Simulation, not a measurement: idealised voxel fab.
The process module that follows is named voxel transistor to metal.
Shown is cross-section cut, with a width of 185 nm and square cells of size 5 nm.
Cross-section = grid of square cells, listed top down in bands; band = one or more rows. Look at the band entry: it leads with the top's height and the bottom's height in nm. Then it lists the materials left to right, with a width in nm for each. The word "edge to edge" on a single material says that material fills the band edge to edge. The word "empty" is empty space. Heights are expressed relative to 0, this being the level below which the as-received wafer comprises one material exclusively. The lowest band is unbounded in the downward direction and is denoted as in "from 0 down". The notation "30->40" denotes a width that varies across the rows of cells in the band, beginning at the first number in the top row, finishing at the second number in the bottom row, and changing by an identical amount from each row to the next. Key: "no modifications" - step with no changed cell in the cross-section. "Enclosed cavities" - sealed voids, min. 8 cells, no opening to top; format: width x height at distance (distance from left edge; nm throughout). On a step's line, text after the settings is the simulator commenting on that step. The optional step-line setting "overlay nm" applies to steps with a mask and quantifies how far to the right of its planned location the mask lay, a negative value indicating leftward placement.

INTENDED PROCESS STEPS
- 1: RECEIVE | material Si
- 2: CONFORMAL_DEP | material SiO2 | thk nm 5
- 3: CONFORMAL_DEP | material SiN | thk nm 10
- 4: PATTERN | tone cover | mask id ACTIVE | material resist | width nm 115 | thk nm 20 | overlay nm 0
- 5: DIRECTIONAL_ETCH | etch materials SiN | depth nm 10
- 6: DIRECTIONAL_ETCH | etch materials SiO2 | depth nm 5
- 7: DIRECTIONAL_ETCH | etch materials Si | depth nm 35
- 8: STRIP | etch materials resist
- 9: OXIDIZE | depth nm 5
- 10: FILL_DEP | material SiO2 | thk nm 5
- 11: CMP | height nm 15
- 12: SELECTIVE_ETCH | etch materials SiO2 | depth nm 10
- 13: STRIP | etch materials SiN
- 14: SELECTIVE_ETCH | etch materials SiO2 | depth nm 5
- 15: OXIDIZE | depth nm 5
- 16: DIRECTIONAL_DEP | material polySi | thk nm 25
- 17: DIRECTIONAL_DEP | material SiCN | thk nm 15
- 18: MASKED_ETCH | tone cover | mask id GATE | width nm 25 | etch materials SiCN | depth nm 25 | overlay nm 0
- 19: MASKED_ETCH | tone cover | mask id GATE | width nm 25 | etch materials polySi | depth nm 35 | overlay nm 0
- 20: CONFORMAL_DEP | material SiO2 | thk nm 5
- 21: DIRECTIONAL_ETCH | etch materials SiO2 | depth nm 5
- 22: CONFORMAL_DEP | material SiN | thk nm 10
- 23: DIRECTIONAL_ETCH | etch materials SiN | depth nm 10
- 24: DIRECTIONAL_ETCH | etch materials SiO2 | depth nm 5
- 25: EPI | material pSi | thk nm 5
- 26: FILL_DEP | material SiO2 | thk nm 10
- 27: CMP | height nm 25
- 28: STRIP | etch materials polySi
- 29: SELECTIVE_ETCH | etch materials SiO2 | depth nm 5
- 30: CONFORMAL_DEP | material HfO2 | thk nm 5
- 31: CONFORMAL_DEP | material TiN | thk nm 5
- 32: FILL_DEP | material W | thk nm 10
- 33: CMP | height nm 20
- 34: DIRECTIONAL_DEP | material SiO2 | thk nm 15
- 35: PATTERN | tone open | mask id CONTACT | material resist | width nm 15 | pitch nm 80 | thk nm 20 | overlay nm 0
- 36: DIRECTIONAL_ETCH | etch materials SiO2 | depth nm 35
- 37: STRIP | etch materials resist
- 38: CONFORMAL_DEP | material TiN | thk nm 5
- 39: FILL_DEP | material Ru | thk nm 5
- 40: CMP | height nm 35
- 41: CONFORMAL_DEP | material SiN | thk nm 5
- 42: DIRECTIONAL_DEP | material lowk | thk nm 20
- 43: MASKED_ETCH | tone open | mask id METAL_1 | width nm 15 | pitch nm 80 | etch materials lowk | depth nm 20 | overlay nm 0
- 44: MASKED_ETCH | tone open | mask id METAL_1 | width nm 15 | pitch nm 80 | etch materials SiN | depth nm 5 | overlay nm 0
- 45: CONFORMAL_DEP | material TiN | thk nm 5
- 46: FILL_DEP | material Cu | thk nm 10
- 47: CMP | height nm 60
- 48: CONFORMAL_DEP | material SiN | thk nm 5

CROSS-SECTION OF THE WAFER AS IT CAME TO US, I.E., ALREADY THROUGH STEP 1
- from 0 down: Si edge to edge
- Enclosed cavities: none

THE FIRST OF THE TWO WAFERS AS SEEN IN CROSS-SECTION ONCE THE MODULE WAS FINISHED; PROCESSING FOLLOWED THE PLAN
- from 65 to 60: SiN edge to edge
- from 60 to 40: 45 nm lowk, 5 nm TiN, 5 nm Cu, 5 nm TiN, 65 nm lowk, 5 nm TiN, 5 nm Cu, 5 nm TiN, 45 nm lowk
- from 40 to 35: 45 nm SiN, 15 nm TiN, 65 nm SiN, 15 nm TiN, 45 nm SiN
- from 35 to 20: 45 nm SiO2, 5 nm TiN, 5 nm Ru, 5 nm TiN, 65 nm SiO2, 5 nm TiN, 5 nm Ru, 5 nm TiN, 45 nm SiO2
- from 20 to 5: 45 nm SiO2, 5 nm TiN, 5 nm Ru, 5 nm TiN, 5 nm SiO2, 10 nm SiN, 5 nm HfO2, 5 nm TiN, 15 nm W, 5 nm TiN, 5 nm HfO2, 10 nm SiN, 5 nm SiO2, 5 nm TiN, 5 nm Ru, 5 nm TiN, 45 nm SiO2
- from 5 to 0: 45 nm SiO2, 15 nm TiN, 5 nm SiO2, 10 nm SiN, 5 nm HfO2, 25 nm TiN, 5 nm HfO2, 10 nm SiN, 5 nm SiO2, 15 nm TiN, 45 nm SiO2
- from 0 to -5: 35 nm SiO2, 30 nm pSi, 10 nm SiO2, 35 nm HfO2, 10 nm SiO2, 30 nm pSi, 35 nm SiO2
- from -5 to -40: 40 nm SiO2, 105 nm Si, 40 nm SiO2
- from -40 down: Si edge to edge
- Enclosed cavities: none

SECOND OF TWO WAFERS, MODULE COMPLETE, SECTIONED: IT SHARES THE FIRST WAFER'S START AND PLAN BUT WAS RUN WITH ONE MISTAKE
- from 65 to 60: SiN edge to edge
- from 60 to 45: 45 nm lowk, 5 nm TiN, 5 nm Cu, 5 nm TiN, 65 nm lowk, 5 nm TiN, 5 nm Cu, 5 nm TiN, 45 nm lowk
- from 45 to 40: 45 nm lowk, 15 nm TiN, 65 nm lowk, 15 nm TiN, 45 nm lowk
- from 40 to 35: 45 nm SiN, 10 nm TiN, 70 nm SiN, 10 nm TiN, 50 nm SiN
- from 35 to 20: 45 nm SiO2, 5 nm TiN, 5 nm Ru, 5 nm TiN, 65 nm SiO2, 5 nm TiN, 5 nm Ru, 5 nm TiN, 45 nm SiO2
- from 20 to 5: 45 nm SiO2, 5 nm TiN, 5 nm Ru, 5 nm TiN, 5 nm SiO2, 10 nm SiN, 5 nm HfO2, 5 nm TiN, 15 nm W, 5 nm TiN, 5 nm HfO2, 10 nm SiN, 5 nm SiO2, 5 nm TiN, 5 nm Ru, 5 nm TiN, 45 nm SiO2
- from 5 to 0: 45 nm SiO2, 15 nm TiN, 5 nm SiO2, 10 nm SiN, 5 nm HfO2, 25 nm TiN, 5 nm HfO2, 10 nm SiN, 5 nm SiO2, 15 nm TiN, 45 nm SiO2
- from 0 to -5: 35 nm SiO2, 30 nm pSi, 10 nm SiO2, 35 nm HfO2, 10 nm SiO2, 30 nm pSi, 35 nm SiO2
- from -5 to -40: 40 nm SiO2, 105 nm Si, 40 nm SiO2
- from -40 down: Si edge to edge
- Enclosed cavities: none
The plan and the run diverged here: step 44 changed vs plan, executed as MASKED_ETCH | tone open | mask id METAL_1 | width nm 15 | pitch nm 80 | etch materials SiN | depth nm 5 | overlay nm -5
Final tally in cells, some materials are higher or lower on the second wafer than on the first: -2 Cu; +2 SiN
